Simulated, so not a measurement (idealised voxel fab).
A process module follows: voxel self aligned vias.
Section shown: cut. Width: 170 nm. Cell size: 5 nm, square.
A cross-section is written here as square cells arranged in a grid, and it is given in bands from the top down, each band taking up one or more rows of cells.
A band entry consists of two parts. The first gives the height of the band's top and the height of its bottom, in nm. The rest lists the band's materials from left to right, each with its width in nm. A single material labelled with the word "throughout" fills the band from edge to edge, and the word "empty" marks empty space.
Beneath 0, the wafer as received is one material, and that level is where height counting begins. The lowest band goes on downward without a bottom; it is written like "z 0 and below".
Note: "30->40" means the width goes from the first number (top row of the band) to the second number (bottom row) in equal steps per row of cells.
It should be understood that the words "stayed the same", when stated for a given step, signify that the cross-section underwent no change in any of its cells during that step.
What "Fully enclosed voids" gives you is every empty space of 8 cells or more that is cut off from the top. Each appears as width x height at distance, with the distance taken from the left edge and width, height and distance all in nm.
Step line, after settings: the simulator's comment on this step.
overlay nm: right-of-plan distance of the mask on a masked step; negative values mean left-of-plan.

**This section lists the process steps that were planned**
step 1: RECEIVE (material Si)
step 2: CONFORMAL_DEP (material SiO2; thk nm 15)
step 3: CONFORMAL_DEP (material SiCN; thk nm 5)
step 4: DIRECTIONAL_DEP (material lowk; thk nm 30)
step 5: PATTERN (tone open; mask id LINES; material resist; width nm 25; pitch nm 50; thk nm 20; overlay nm -5)
step 6: DIRECTIONAL_ETCH (etch materials lowk; depth nm 30)
step 7: STRIP (etch materials resist)
step 8: CONFORMAL_DEP (material TiN; thk nm 5)
step 9: FILL_DEP (material W; thk nm 5)
step 10: CMP (height nm 50)
step 11: SELECTIVE_ETCH (etch materials W Ru TiN; depth nm 5)
step 12: FILL_DEP (material SiN; thk nm 5)
step 13: CMP (height nm 50)
step 14: DIRECTIONAL_DEP (material lowk; thk nm 15)
step 15: MASKED_ETCH (tone open; mask id VIAS; width nm 35; pitch nm 100; etch materials lowk; depth nm 15; overlay nm 0)
step 16: MASKED_ETCH (tone open; mask id VIAS; width nm 35; pitch nm 100; etch materials SiN; depth nm 5; overlay nm 0)
step 17: CONFORMAL_DEP (material TiN; thk nm 5)
step 18: FILL_DEP (material W; thk nm 10)
step 19: CMP (height nm 65)
step 20: CONFORMAL_DEP (material SiN; thk nm 5)
Same starting wafers, different overlay nm at step 5. Plan value belongs to the first wafer.

**Cross-sectional view of the first of several wafers in the as-received condition, corresponding to the state following step 1**
> z 0 and below: Si throughout
> Fully enclosed voids: none

**Post step 20, the closing step of the module: first of several wafers, cross-sectioned**
> z 70 to 65: SiN throughout
> z 65 to 55: 15 nm lowk  5 nm TiN  25 nm W  5 nm TiN  65 nm lowk  5 nm TiN  25 nm W  5 nm TiN  20 nm lowk
> z 55 to 50: 15 nm lowk  5 nm TiN  15 nm W  15 nm TiN  65 nm lowk  5 nm TiN  15 nm W  15 nm TiN  20 nm lowk
> z 50 to 45: 15 nm lowk  25 nm TiN  25 nm lowk  25 nm SiN  25 nm lowk  25 nm TiN  30 nm lowk
> z 45 to 25: 15 nm lowk  5 nm TiN  15 nm W  5 nm TiN  25 nm lowk  5 nm TiN  15 nm W  5 nm TiN  25 nm lowk  5 nm TiN  15 nm W  5 nm TiN  30 nm lowk
> z 25 to 20: 15 nm lowk  25 nm TiN  25 nm lowk  25 nm TiN  25 nm lowk  25 nm TiN  30 nm lowk
> z 20 to 15: SiCN throughout
> z 15 to 0: SiO2 throughout
> z 0 and below: Si throughout
> Fully enclosed voids: none

**End of module: cross-section, last of several wafers**
> z 70 to 65: SiN throughout
> z 65 to 55: 15 nm lowk  5 nm TiN  25 nm W  5 nm TiN  65 nm lowk  5 nm TiN  25 nm W  5 nm TiN  20 nm lowk
> z 55 to 50: 15 nm lowk  20 nm TiN  10 nm W  5 nm TiN  65 nm lowk  20 nm TiN  10 nm W  5 nm TiN  20 nm lowk
> z 50 to 45: 30 nm lowk  20 nm TiN  5 nm SiN  25 nm lowk  25 nm SiN  25 nm lowk  20 nm TiN  5 nm SiN  15 nm lowk
> z 45 to 25: 30 nm lowk  5 nm TiN  15 nm W  5 nm TiN  25 nm lowk  5 nm TiN  15 nm W  5 nm TiN  25 nm lowk  5 nm TiN  15 nm W  5 nm TiN  15 nm lowk
> z 25 to 20: 30 nm lowk  25 nm TiN  25 nm lowk  25 nm TiN  25 nm lowk  25 nm TiN  15 nm lowk
> z 20 to 15: SiCN throughout
> z 15 to 0: SiO2 throughout
> z 0 and below: Si throughout
> Fully enclosed voids: none

**Heads up, this table goes wafer by wafer. A row tells you, at the end of the module, how many cells of each material that wafer has put on (+) or dropped (-) since it was received, and then its closed voids**
overlay nm -5; +34 SiCN; +39 SiN; +102 SiO2; +65 TiN; +62 W; +174 lowk; Fully enclosed voids: none
overlay nm 0; +34 SiCN; +39 SiN; +102 SiO2; +65 TiN; +62 W; +174 lowk; Fully enclosed voids: none
overlay nm 5; +34 SiCN; +39 SiN; +102 SiO2; +65 TiN; +62 W; +174 lowk; Fully enclosed voids: none
overlay nm 10; +34 SiCN; +41 SiN; +102 SiO2; +65 TiN; +60 W; +174 lowk; Fully enclosed voids: none
